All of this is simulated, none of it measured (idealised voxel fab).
Proc. module: voxel gate over fins
cross-section cut | 235 nm wide | cells 5 nm
Throughout this document, each cross-section is represented as a grid of square cells and is presented as a sequence of bands enumerated from the top downward, where a band comprises one or more rows of cells. This entry defines a band. It first specifies the height of the band's top and the height of its bottom in nm, and then specifies the band's materials from left to right, stating each material with its width in nm. The word "full width" identifies a single material that fills the band from edge to edge, while the word "blank" identifies empty space. Height is counted from the level 0, under which the received wafer is composed throughout of one material. The lowest of the bands is not closed at the bottom but continues downward, in the notation "top 0, no bottom". Note: "30 to 40" means the width goes from the first number (top row of the band) to the second number (bottom row) in equal steps per row of cells. "nothing got changed" -> step changed no cross-section cell. Voids not open to the top, 8 cells minimum: see "Enclosed empty spaces". Written width x height at distance; distance is from the left edge; nm. On a step's line, text after the settings is the simulator commenting on that step. The optional step-line setting "overlay nm" applies to steps with a mask and quantifies how far to the right of its planned location the mask lay, a negative value indicating leftward placement.
plan
1: RECEIVE, material Si
2: CONFORMAL_DEP, material SiN, thk nm 10
3: PATTERN, tone cover, mask id FINS, material resist, width nm 15, pitch nm 45, thk nm 20, overlay nm 0
4: DIRECTIONAL_ETCH, etch materials SiN, depth nm 10
5: DIRECTIONAL_ETCH, etch materials Si, depth nm 40
6: STRIP, etch materials resist
7: FILL_DEP, material SiO2, thk nm 5
8: CMP, height nm 10
9: SELECTIVE_ETCH, etch materials SiO2, depth nm 25
10: STRIP, etch materials SiN
11: CONFORMAL_DEP, material HfO2, thk nm 5
12: CONFORMAL_DEP, material TiN, thk nm 5
13: CONFORMAL_DEP, material TiAl, thk nm 5
14: CONFORMAL_DEP, material TiN, thk nm 5
15: FILL_DEP, material W, thk nm 15
16: CMP, height nm 30
17: CONFORMAL_DEP, material SiN, thk nm 5
Received-state cross-section, reflecting completion of step 1
- top 0, no bottom = Si full width
- Enclosed empty spaces: none
What the wafer looks like in cross-section after this module, when it starts as shown above and follows the plan above but one mistake is made in running it
- top 35, bottom 30 = SiN full width
- top 30, bottom 20 = W full width
- top 20, bottom 15 = W=65 | TiN=100 | W=70
- top 15, bottom 10 = W=65 | TiN=5 | SiO2=90 | TiN=5 | W=70
- top 10, bottom 5 = W=65 | TiN=5 | SiO2=5 | TiN=35 | SiO2=10 | TiN=35 | SiO2=5 | TiN=5 | W=70
- top 5, bottom 0 = TiN=70 | SiO2=5 | TiN=5 | HfO2=25 | TiN=5 | SiO2=10 | TiN=5 | HfO2=25 | TiN=5 | SiO2=5 | TiN=75
- top 0, bottom -5 = SiO2=75 | TiN=5 | HfO2=5 | Si=15 | HfO2=5 | TiN=5 | SiO2=10 | TiN=5 | HfO2=5 | Si=15 | HfO2=5 | TiN=5 | SiO2=80
- top -5, bottom -10 = TiN=80 | HfO2=5 | Si=15 | HfO2=5 | TiN=20 | HfO2=5 | Si=15 | HfO2=5 | TiN=85
- top -10, bottom -15 = HfO2=85 | Si=15 | HfO2=30 | Si=15 | HfO2=90
- top -15, bottom -40 = SiO2=85 | Si=15 | SiO2=30 | Si=15 | SiO2=90
- top -40, no bottom = Si full width
- Enclosed empty spaces: none
Deviation from plan: so step 13 ended up running with a different setting than we planned, it ran as CONFORMAL_DEP, material SiO2, thk nm 5
